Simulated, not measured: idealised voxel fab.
Title: Process Module voxel quadruple lines
Shown is cross-section cut, with a width of 190 nm and square cells of size 5 nm.
Just so we're on the same page, the cross-sections are grids of square cells, and they're listed out in bands top to bottom, each band one or more rows deep. This entry defines a band. It first specifies the height of the band's top and the height of its bottom in nm, and then specifies the band's materials from left to right, stating each material with its width in nm. The word "all across" identifies a single material that fills the band from edge to edge, while the word "air" identifies empty space. Ref level 0: as-received wafer is one material below here. Bottom band extends down with no lower bound ("0 -> down"). It should be noted that a width expressed as "30->40" varies in equal increments from row to row of cells within the band, taking the value of the first number at the top row and that of the second number at the bottom row. The cross-section has no changed cell in any step marked "nothing different". This entry, "Enclosed internal voids", enumerates those empty regions of no fewer than 8 cells that possess no open connection to the top. Each region is reported in the form width x height at distance, the distance being taken from the left edge, with all three quantities expressed in nm. Past the settings on a step's line: simulator remark, on that step. For masked steps, "overlay nm" on the step line gives how far right of plan the mask actually lay; a minus sign means it lay to the left.

The steps planned for the process are as follows:
step 1: RECEIVE with material Si
step 2: CONFORMAL_DEP with material SiO2, thk nm 10
step 3: DIRECTIONAL_DEP with material W, thk nm 15
step 4: DIRECTIONAL_DEP with material polySi, thk nm 15
step 5: DIRECTIONAL_DEP with material aC, thk nm 25
step 6: PATTERN with tone cover, mask id MANDREL, material resist, width nm 20, pitch nm 60, thk nm 30, overlay nm 0
step 7: DIRECTIONAL_ETCH with etch materials aC, depth nm 25
step 8: STRIP with etch materials resist
step 9: CONFORMAL_DEP with material SiO2, thk nm 10
step 10: DIRECTIONAL_ETCH with etch materials SiO2, depth nm 10
step 11: STRIP with etch materials aC
step 12: DIRECTIONAL_ETCH with etch materials polySi, depth nm 15
step 13: STRIP with etch materials SiO2
step 14: CONFORMAL_DEP with material SiCN, thk nm 5
step 15: DIRECTIONAL_ETCH with etch materials SiCN, depth nm 5
step 16: STRIP with etch materials polySi
step 17: DIRECTIONAL_ETCH with etch materials W, depth nm 15
step 18: STRIP with etch materials SiCN

Cross-sectional view of the wafer in its as-received condition, corresponding to the state after step 1:
> 0 -> down | Si all across
> Enclosed internal voids: none

Cross-section taken at module completion on the first of two wafers; processed per the plan:
> 25 -> 10 | air 40, then W 5, then air 10, then W 5, then air 10, then W 5, then air 10, then W 5, then air 10, then W 5, then air 10, then W 5, then air 10, then W 5, then air 10, then W 5, then air 40
> 10 -> 0 | SiO2 all across
> 0 -> down | Si all across
> Enclosed internal voids: none

End-of-module cross-section of the second wafer: identical starting point and process plan to the first, with one processing mistake:
> 20 -> 5 | air 40, then W 5, then air 10, then W 5, then air 10, then W 5, then air 10, then W 5, then air 10, then W 5, then air 10, then W 5, then air 10, then W 5, then air 10, then W 5, then air 40
> 5 -> 0 | SiO2 all across
> 0 -> down | Si all across
> Enclosed internal voids: none
What went wrong in running the wafer? step 2 did not use the planned setting and instead ran as CONFORMAL_DEP with material SiO2, thk nm 5
at the end the second wafer has, in cells: -38 SiO2
